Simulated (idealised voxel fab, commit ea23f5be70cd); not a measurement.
Presented below is a process module, voxel capacitor over wiring.
Cross-section cut spans 225 nm and uses square cells 5 nm in size.
A cross-section is written here as square cells arranged in a grid, and it is given in bands from the top down, each band taking up one or more rows of cells.
Read a band's entry like this: the first values are the height of its top and the height of its bottom in nm, and what follows is the sequence of materials from left to right, each with its width in nm. Note that "blank" is empty space, and that a single material marked "everywhere" reaches across the band from edge to edge.
All heights in this document are referenced to 0, defined as the level beneath which the wafer, as received, consists entirely of one material. The lowest band is not bounded below; it extends indefinitely downward and is written in the form "0 and below".
A width such as "30->40" changes by the same amount from each row of cells to the next, from the band's top row to its bottom row.
Take "remains unaltered" at face value: in the step it is given for, the cross-section changed in none of its cells.
For the entry "Enclosed cavities", the listed items are empty spaces with no open way to the top whose size is 8 cells or more; each item follows the pattern width x height at distance, where distance is from the left edge and all three are in nm.
The remark found on a step's line after its settings is issued by the simulator itself and pertains to that step.
"overlay nm" on a masked step: distance the mask lay right of its planned place, negative for left.
# Process steps (planned)
- 1: op RECEIVE | material Si
- 2: op CONFORMAL_DEP | material SiO2 | thk nm 10
- 3: op DIRECTIONAL_DEP | material TiN | thk nm 5
- 4: op DIRECTIONAL_DEP | material Ru | thk nm 15
- 5: op DIRECTIONAL_DEP | material aC | thk nm 10
- 6: op PATTERN | tone cover | mask id METAL_1 | material resist | width nm 30 | pitch nm 80 | thk nm 25 | overlay nm 0
- 7: op DIRECTIONAL_ETCH | etch materials aC | depth nm 10
- 8: op STRIP | etch materials resist
- 9: op DIRECTIONAL_ETCH | etch materials Ru | depth nm 15
- 10: op DIRECTIONAL_ETCH | etch materials TiN | depth nm 5
- 11: op STRIP | etch materials aC
- 12: op CONFORMAL_DEP | material SiCN | thk nm 5
- 13: op FILL_DEP | material lowk | thk nm 10
- 14: op CMP | height nm 30
- 15: op CONFORMAL_DEP | material SiCN | thk nm 5
- 16: op DIRECTIONAL_DEP | material SiO2 | thk nm 20
- 17: op MASKED_ETCH | tone open | mask id PLUG_1 | width nm 15 | etch materials SiO2 | depth nm 20 | overlay nm 0
- 18: op MASKED_ETCH | tone open | mask id PLUG_1 | width nm 15 | etch materials SiCN | depth nm 5 | overlay nm 0
- 19: op EPI | material Ru | thk nm 10
- 20: op EPI | material Ru | thk nm 10
- 21: op EPI | material Ru | thk nm 5
- 22: op DIRECTIONAL_DEP | material TiN | thk nm 10
- 23: op DIRECTIONAL_DEP | material Al2O3 | thk nm 5
- 24: op DIRECTIONAL_DEP | material TiN | thk nm 5
- 25: op DIRECTIONAL_DEP | material aC | thk nm 10
- 26: op PATTERN | tone cover | mask id UPPER_PLATE | material resist | width nm 55 | thk nm 30 | overlay nm 0
- 27: op DIRECTIONAL_ETCH | etch materials aC | depth nm 10
- 28: op STRIP | etch materials resist
- 29: op DIRECTIONAL_ETCH | etch materials TiN | depth nm 5
- 30: op DIRECTIONAL_ETCH | etch materials Al2O3 | depth nm 5
- 31: op STRIP | etch materials aC
- 32: op PATTERN | tone cover | mask id LOWER_PLATE | material resist | width nm 65 | thk nm 15 | overlay nm 0
- 33: op DIRECTIONAL_ETCH | etch materials TiN | depth nm 10
- 34: op STRIP | etch materials resist
- 35: op FILL_DEP | material SiO2 | thk nm 20
- 36: op CMP | height nm 90
- 37: op PATTERN | tone open | mask id PLUG_2 | material resist | width nm 15 | thk nm 20 | overlay nm 0
- 38: op DIRECTIONAL_ETCH | etch materials SiO2 | depth nm 15
- 39: op STRIP | etch materials resist
- 40: op CONFORMAL_DEP | material TiN | thk nm 5
- 41: op FILL_DEP | material Cu | thk nm 10
- 42: op CMP | height nm 90
- 43: op CONFORMAL_DEP | material SiCN | thk nm 5
# Delivered wafer in cross-section: state after step 1
  0 and below  Si everywhere
  Enclosed cavities: none
# First of two wafers at the end of the module, shown in cross-section; run carried out as planned
  95 down to 90  SiCN everywhere
  90 down to 80  80 nm SiO2 / 5 nm TiN / 5 nm Cu / 5 nm TiN / 130 nm SiO2
  80 down to 70  80->70 nm SiO2 / 15->55 nm TiN / 130->100 nm SiO2
  70 down to 65  70 nm SiO2 / 55 nm Al2O3 / 100 nm SiO2
  65 down to 55  65 nm SiO2 / 65 nm TiN / 95 nm SiO2
  55 down to 35  70 nm SiO2 / 15 nm Ru / 140 nm SiO2
  35 down to 30  70 nm SiCN / 15 nm Ru / 140 nm SiCN
  30 down to 15  50 nm lowk / 5 nm SiCN / 30 nm Ru / 5 nm SiCN / 40 nm lowk / 5 nm SiCN / 30 nm Ru / 5 nm SiCN / 55 nm lowk
  15 down to 10  55 nm SiCN / 30 nm TiN / 50 nm SiCN / 30 nm TiN / 60 nm SiCN
  10 down to 0  SiO2 everywhere
  0 and below  Si everywhere
  Enclosed cavities: none
# Here's the second of our two wafers sectioned at module end. Same start as the first, same plan, but one mistake got made running it
  95 down to 90  SiCN everywhere
  90 down to 80  80 nm SiO2 / 5 nm TiN / 5 nm Cu / 5 nm TiN / 130 nm SiO2
  80 down to 75  80 nm SiO2 / 15 nm TiN / 130 nm SiO2
  75 down to 70  SiO2 everywhere
  70 down to 65  70 nm SiO2 / 55 nm TiN / 100 nm SiO2
  65 down to 55  65 nm SiO2 / 65 nm TiN / 95 nm SiO2
  55 down to 35  70 nm SiO2 / 15 nm Ru / 140 nm SiO2
  35 down to 30  70 nm SiCN / 15 nm Ru / 140 nm SiCN
  30 down to 15  50 nm lowk / 5 nm SiCN / 30 nm Ru / 5 nm SiCN / 40 nm lowk / 5 nm SiCN / 30 nm Ru / 5 nm SiCN / 55 nm lowk
  15 down to 10  55 nm SiCN / 30 nm TiN / 50 nm SiCN / 30 nm TiN / 60 nm SiCN
  10 down to 0  SiO2 everywhere
  0 and below  Si everywhere
  Enclosed cavities: none
Want to know what went wrong? heads up, step 23 of the plan was skipped and never actually ran
Count the cells at the end and the second wafer has more or fewer of some materials than the first: 11 fewer of Al2O3; 11 more of SiO2
